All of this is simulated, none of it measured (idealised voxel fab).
process module | voxel tone inversion
230 nm wide, 5 nm square cells: that's cross-section cut.
Cross-section = grid of square cells, listed top down in bands; band = one or more rows.
Band entry format. Leading values: height of top, height of bottom, nm. Remainder: materials in left-to-right order, each with its width in nm. Special words: "throughout" on a single material, which then fills the band edge to edge; "empty", empty space.
Zero point of the height axis is 0; under it, received wafer = one material. Lowest band: continues down indefinitely, "from 0 down".
The notation "30->40" denotes a width that varies across the rows of cells in the band, beginning at the first number in the top row, finishing at the second number in the bottom row, and changing by an identical amount from each row to the next.
The cross-section has no changed cell in any step marked "no change occurred".
Enclosed voids (no open way to top), threshold 8 cells or more, entry "Trapped voids", notation width x height at distance, distance from left edge, nm.
If you see something after the settings on a step's line, that's the simulator's own remark about that step.
"overlay nm", when on a step's line for a step with a mask, measures how far to the right of its planned place the mask lay; a negative measure means to the left.

PLANNED PROCESS STEPS
- 1: RECEIVE with material Si
- 2: CONFORMAL_DEP with material SiCN, thk nm 10
- 3: DIRECTIONAL_DEP with material polySi, thk nm 20
- 4: PATTERN with tone cover, mask id POSTS, material resist, width nm 20, pitch nm 40, thk nm 30, overlay nm 0
- 5: DIRECTIONAL_ETCH with etch materials polySi, depth nm 20
- 6: STRIP with etch materials resist
- 7: FILL_DEP with material SiO2, thk nm 5
- 8: CMP with height nm 30
- 9: STRIP with etch materials polySi
- 10: CONFORMAL_DEP with material TiN, thk nm 5
- 11: FILL_DEP with material W, thk nm 5
- 12: CMP with height nm 30
- 13: CONFORMAL_DEP with material SiCN, thk nm 5

SO THIS IS THE INCOMING WAFER IN CROSS-SECTION - IT'S ALREADY BEEN THROUGH STEP 1
> from 0 down | Si throughout
> Trapped voids: none

CROSS-SECTION, END OF MODULE. START: AS ABOVE. PLAN: AS ABOVE. EXECUTION: ONE MISTAKE
> from 35 to 30 | TiN throughout
> from 30 to 15 | SiO2=85; TiN=5; W=10; TiN=5; SiO2=20; TiN=5; W=10; TiN=5; SiO2=85
> from 15 to 10 | SiO2=85; TiN=20; SiO2=20; TiN=20; SiO2=85
> from 10 to 0 | SiCN throughout
> from 0 down | Si throughout
> Trapped voids: none
The mistake made against the process plan was this: in deviation from the planned setting, step 13 was conducted as CONFORMAL_DEP with material TiN, thk nm 5
